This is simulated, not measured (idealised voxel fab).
voxel wiring stack: a process module
The cross-section on display is named cut; it measures 290 nm wide, and its cells are 5 nm squares.
A cross-section in this document is a grid of square cells, and it is written down as bands, the top band listed before the ones below it; a band is made up of one or more rows of cells.
Heads up on the band format: heights come first, top then bottom, in nm. After that it's the materials left to right, each with its width in nm. A single material flagged "everywhere" fills the whole band edge to edge, and "air" means there's empty space there.
Heights from 0 (as-received wafer is one material below). Bottom band endless downward, as "0..down".
Width "30->40": first value at the band's top row of cells, second value at its bottom row, equal change from row to row.
When a step is marked "remained unchanged", none of the cells in the cross-section changed during that step.
"Unvented cavities" - sealed voids, min. 8 cells, no opening to top; format: width x height at distance (distance from left edge; nm throughout).
after a step's settings: what the simulator itself notes on the step
The setting "overlay nm" may be written on the line of a step. When the step uses a mask, the value reports how far to the right of the planned place the mask lay, and a negative value reports that it lay to the left.

# This section lists the process steps that were planned
1,op RECEIVE | material Si
2,op CONFORMAL_DEP | material SiO2 | thk nm 15
3,op DIRECTIONAL_DEP | material TiN | thk nm 5
4,op DIRECTIONAL_DEP | material W | thk nm 20
5,op DIRECTIONAL_DEP | material aC | thk nm 10
6,op PATTERN | tone cover | mask id METAL_1 | material resist | width nm 30 | pitch nm 60 | thk nm 25 | overlay nm 0
7,op DIRECTIONAL_ETCH | etch materials aC | depth nm 10
8,op STRIP | etch materials resist
9,op DIRECTIONAL_ETCH | etch materials W | depth nm 20
10,op DIRECTIONAL_ETCH | etch materials TiN | depth nm 5
11,op STRIP | etch materials aC
12,op FILL_DEP | material SiO2 | thk nm 5
13,op CMP | height nm 40
14,op CONFORMAL_DEP | material SiCN | thk nm 5
15,op DIRECTIONAL_DEP | material lowk | thk nm 30
16,op PATTERN | tone open | mask id METAL_2_HOLES | material resist | width nm 15 | pitch nm 120 | thk nm 15 | overlay nm -15
17,op DIRECTIONAL_ETCH | etch materials lowk | depth nm 30
18,op STRIP | etch materials resist
19,op PATTERN | tone open | mask id METAL_2 | material resist | width nm 30 | pitch nm 60 | thk nm 20 | overlay nm 0
20,op DIRECTIONAL_ETCH | etch materials lowk | depth nm 20
21,op DIRECTIONAL_ETCH | etch materials SiCN | depth nm 5
22,op STRIP | etch materials resist
23,op CONFORMAL_DEP | material TiN | thk nm 5
24,op FILL_DEP | material Cu | thk nm 10
25,op CMP | height nm 75
26,op CONFORMAL_DEP | material SiCN | thk nm 5
27,op DIRECTIONAL_DEP | material SiO2 | thk nm 15
28,op PATTERN | tone open | mask id PLUG_2 | material resist | width nm 15 | pitch nm 60 | thk nm 15 | overlay nm 0
29,op DIRECTIONAL_ETCH | etch materials SiO2 | depth nm 15
30,op DIRECTIONAL_ETCH | etch materials SiCN | depth nm 5
31,op STRIP | etch materials resist
32,op EPI | material Ru | thk nm 10
33,op EPI | material Ru | thk nm 10
34,op DIRECTIONAL_DEP | material TiN | thk nm 5
35,op DIRECTIONAL_DEP | material W | thk nm 20
36,op DIRECTIONAL_DEP | material aC | thk nm 10
37,op PATTERN | tone cover | mask id METAL_3 | material resist | width nm 30 | pitch nm 60 | thk nm 25 | overlay nm 0
38,op DIRECTIONAL_ETCH | etch materials aC | depth nm 10
39,op STRIP | etch materials resist
40,op DIRECTIONAL_ETCH | etch materials W | depth nm 20
41,op DIRECTIONAL_ETCH | etch materials TiN | depth nm 5
42,op STRIP | etch materials aC
43,op FILL_DEP | material lowk | thk nm 5
44,op CMP | height nm 120
45,op CONFORMAL_DEP | material SiCN | thk nm 5
Among the wafers covered here, the point of difference is the overlay nm at step 16; their starting state is shared, and the plan presents the value of the first wafer.

# As-received state after step 1, first of several wafers, cross-section
> 0..down | Si everywhere
> Unvented cavities: none

# wafer rows; end of module; cells per material since receipt: (+) gained, (-) lost; then closed voids
overlay nm -15, +58 Cu, +36 Ru, +165 SiCN, +521 SiO2, +86 TiN, +144 W, +440 lowk, Unvented cavities: none
overlay nm -10, +52 Cu, +36 Ru, +163 SiCN, +521 SiO2, +86 TiN, +144 W, +448 lowk, Unvented cavities: none
overlay nm -5, +46 Cu, +36 Ru, +161 SiCN, +521 SiO2, +86 TiN, +144 W, +456 lowk, Unvented cavities: none
overlay nm 0, +42 Cu, +36 Ru, +159 SiCN, +521 SiO2, +84 TiN, +144 W, +464 lowk, Unvented cavities: none
overlay nm 5, +42 Cu, +36 Ru, +159 SiCN, +521 SiO2, +84 TiN, +144 W, +464 lowk, Unvented cavities: none
overlay nm 10, +42 Cu, +36 Ru, +159 SiCN, +521 SiO2, +84 TiN, +144 W, +464 lowk, Unvented cavities: none
overlay nm 15, +42 Cu, +36 Ru, +159 SiCN, +521 SiO2, +84 TiN, +144 W, +464 lowk, Unvented cavities: none
